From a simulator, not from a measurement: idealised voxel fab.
Process module under the name voxel gate over fins
295 nm wide, 5 nm square cells: that's cross-section cut.
In this document a cross-section is written as a grid of square cells. It is given as a series of bands, listed from the top down, and a band is one or more rows of cells.
Quick guide to a band line: top height, bottom height (nm) up front; then every material left to right with its width in nm. Only one material and it's marked "all across"? Then it fills the band edge to edge. And "empty" just means empty space.
Heights are expressed relative to 0, this being the level below which the as-received wafer comprises one material exclusively. The lowest band is unbounded in the downward direction and is denoted as in "0 and below".
Width "30->40": first value at the band's top row of cells, second value at its bottom row, equal change from row to row.
No cell of the cross-section changed in a step that is given as "stayed the same".
If an empty space has no open way to the top and is at least 8 cells in size, "Closed cavity list" lists it, written width x height at distance, where distance is measured from the left edge and every value is in nm.
Where a step's line continues beyond its settings, the continuation is a remark by the simulator itself on that step.
A step's line can hold "overlay nm"; with a mask on that step, the setting says how far right of the planned place the mask lay, while a negative setting says it lay to the left.
# Below is the list of planned process steps
1 RECEIVE,material Si
2 CONFORMAL_DEP,material SiN,thk nm 10
3 PATTERN,tone cover,mask id FINS,material resist,width nm 15,pitch nm 45,thk nm 20,overlay nm 0
4 DIRECTIONAL_ETCH,etch materials SiN,depth nm 10
5 DIRECTIONAL_ETCH,etch materials Si,depth nm 40
6 STRIP,etch materials resist
7 OXIDIZE,depth nm 5
8 FILL_DEP,material SiO2,thk nm 15
9 CMP,height nm 10
10 SELECTIVE_ETCH,etch materials SiO2,depth nm 20
11 STRIP,etch materials SiN
12 CONFORMAL_DEP,material HfO2,thk nm 5
13 CONFORMAL_DEP,material TiN,thk nm 5
14 FILL_DEP,material W,thk nm 10
15 CMP,height nm 15
16 CONFORMAL_DEP,material SiN,thk nm 10
# as received, after step 1
  0 and below = Si all across
  Closed cavity list: none
# End-of-module XS, first of two wafers, run as planned
  25 down to 15 = SiN all across
  15 down to 10 = W all across
  10 down to 5 = W=110  TiN=25  W=20  TiN=25  W=115
  5 down to 0 = W=110  TiN=5  HfO2=15  TiN=5  W=20  TiN=5  HfO2=15  TiN=5  W=115
  0 down to -5 = TiN=115  HfO2=5  Si=5  HfO2=5  TiN=30  HfO2=5  Si=5  HfO2=5  TiN=120
  -5 down to -10 = HfO2=120  Si=5  HfO2=40  Si=5  HfO2=125
  -10 down to -45 = SiO2=120  Si=5  SiO2=40  Si=5  SiO2=125
  -45 and below = Si all across
  Closed cavity list: none
# Cross-section, wafer two of two, end of module: same start and plan as wafer one, one error in execution
  25 down to 15 = SiN all across
  15 down to 10 = W all across
  10 down to 5 = W=110  TiN=25  W=20  TiN=25  W=115
  5 down to 0 = W=110  TiN=5  HfO2=15  TiN=5  W=20  TiN=5  HfO2=15  TiN=5  W=115
  0 down to -20 = W=110  TiN=5  HfO2=5  Si=5  HfO2=5  TiN=5  W=20  TiN=5  HfO2=5  Si=5  HfO2=5  TiN=5  W=115
  -20 down to -25 = TiN=115  HfO2=5  Si=5  HfO2=5  TiN=30  HfO2=5  Si=5  HfO2=5  TiN=120
  -25 down to -30 = HfO2=120  Si=5  HfO2=40  Si=5  HfO2=125
  -30 down to -45 = SiO2=120  Si=5  SiO2=40  Si=5  SiO2=125
  -45 and below = Si all across
  Closed cavity list: none
Error vs. plan: the plan's step 10 ran twice
Final cells, second wafer relative to first, materials higher or lower: HfO2 +16 | SiO2 -228 | TiN +16 | W +196
